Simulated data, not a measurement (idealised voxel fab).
The document below concerns the process module designated voxel air gaps.
Cross-section cut: width 235 nm, square cells of 5 nm.
Just so we're on the same page, the cross-sections are grids of square cells, and they're listed out in bands top to bottom, each band one or more rows deep.
Band entry format. Leading values: height of top, height of bottom, nm. Remainder: materials in left-to-right order, each with its width in nm. Special words: "throughout" on a single material, which then fills the band edge to edge; "air", empty space.
Height is counted from the level 0, under which the received wafer is composed throughout of one material. The lowest of the bands is not closed at the bottom but continues downward, in the notation "0..down".
A width such as "30 to 40" changes by the same amount from each row of cells to the next, from the band's top row to its bottom row.
Where a step carries "nothing got changed", the cross-section came out of it unchanged, cell for cell.
"Sealed cavities" enumerates empty spaces isolated from the top, with no open way to it, that contain at least 8 cells, giving each as width x height at distance from the left edge, all three in nm.
Post-settings text on a step line: simulator's own remark regarding the step.
"overlay nm" on a masked step: distance the mask lay right of its planned place, negative for left.

[plan]
1,RECEIVE with material Si
2,CONFORMAL_DEP with material SiO2, thk nm 10
3,CONFORMAL_DEP with material SiN, thk nm 5
4,DIRECTIONAL_DEP with material SiO2, thk nm 40
5,DIRECTIONAL_DEP with material aC, thk nm 15
6,PATTERN with tone open, mask id LINES, material resist, width nm 15, pitch nm 45, thk nm 30, overlay nm -15
7,DIRECTIONAL_ETCH with etch materials aC, depth nm 15
8,STRIP with etch materials resist
9,DIRECTIONAL_ETCH with etch materials SiO2, depth nm 40
10,STRIP with etch materials aC
11,CONFORMAL_DEP with material TiN, thk nm 5
12,FILL_DEP with material Ru, thk nm 10
13,CMP with height nm 55
14,EPI with material Ru, thk nm 10
15,SELECTIVE_ETCH with etch materials SiO2, depth nm 50
16,CONFORMAL_DEP with material SiN, thk nm 5
Quick note for whoever runs this: the wafers start identical, but the overlay nm at step 6 isn't the same across them. The plan just shows what the first wafer had.

[Incoming state of the first of several wafers in cross-section: after step 1]
* 0..down: Si throughout
* Sealed cavities: none

[Wafer cross-section (first of several) - module end, post step 16 (last step)]
* 70..65: air (35), then SiN (135), then air (65)
* 65..55: air (35), then SiN (5), then Ru (35), then SiN (10), then Ru (35), then SiN (10), then Ru (35), then SiN (5), then air (65)
* 55..50: air (35), then SiN (15), then TiN (5), then Ru (5), then TiN (5), then SiN (30), then TiN (5), then Ru (5), then TiN (5), then SiN (30), then TiN (5), then Ru (5), then TiN (5), then SiN (15), then air (65)
* 50..20: air (45), then SiN (5), then TiN (5), then Ru (5), then TiN (5), then SiN (5), then air (20), then SiN (5), then TiN (5), then Ru (5), then TiN (5), then SiN (5), then air (20), then SiN (5), then TiN (5), then Ru (5), then TiN (5), then SiN (5), then air (75)
* 20..15: SiN (50), then TiN (15), then SiN (30), then TiN (15), then SiN (30), then TiN (15), then SiN (80)
* 15..10: SiN throughout
* 10..0: SiO2 throughout
* 0..down: Si throughout
* Sealed cavities: 20 x 30 at 70; 20 x 30 at 115

[Cross-sectional depiction of the last of several wafers upon completion of the module]
* 70..65: air (65), then SiN (135), then air (35)
* 65..55: air (65), then SiN (5), then Ru (35), then SiN (10), then Ru (35), then SiN (10), then Ru (35), then SiN (5), then air (35)
* 55..50: air (65), then SiN (15), then TiN (5), then Ru (5), then TiN (5), then SiN (30), then TiN (5), then Ru (5), then TiN (5), then SiN (30), then TiN (5), then Ru (5), then TiN (5), then SiN (15), then air (35)
* 50..20: air (75), then SiN (5), then TiN (5), then Ru (5), then TiN (5), then SiN (5), then air (20), then SiN (5), then TiN (5), then Ru (5), then TiN (5), then SiN (5), then air (20), then SiN (5), then TiN (5), then Ru (5), then TiN (5), then SiN (5), then air (45)
* 20..15: SiN (80), then TiN (15), then SiN (30), then TiN (15), then SiN (30), then TiN (15), then SiN (50)
* 15..10: SiN throughout
* 10..0: SiO2 throughout
* 0..down: Si throughout
* Sealed cavities: 20 x 30 at 100; 20 x 30 at 145

[Table: wafers, a row each; end-of-module cell change per material since receipt, gain (+), loss (-); then closed voids]
overlay nm -15 | +63 Ru | +178 SiN | +94 SiO2 | +51 TiN | Sealed cavities: 20 x 30 at 70; 20 x 30 at 115
overlay nm -10 | +63 Ru | +178 SiN | +94 SiO2 | +51 TiN | Sealed cavities: 20 x 30 at 75; 20 x 30 at 120
overlay nm -5 | +63 Ru | +178 SiN | +94 SiO2 | +51 TiN | Sealed cavities: 20 x 30 at 80; 20 x 30 at 125
overlay nm 0 | +63 Ru | +178 SiN | +94 SiO2 | +51 TiN | Sealed cavities: 20 x 30 at 85; 20 x 30 at 130
overlay nm 5 | +63 Ru | +178 SiN | +94 SiO2 | +51 TiN | Sealed cavities: 20 x 30 at 90; 20 x 30 at 135
overlay nm 10 | +63 Ru | +178 SiN | +94 SiO2 | +51 TiN | Sealed cavities: 20 x 30 at 95; 20 x 30 at 140
overlay nm 15 | +63 Ru | +178 SiN | +94 SiO2 | +51 TiN | Sealed cavities: 20 x 30 at 100; 20 x 30 at 145
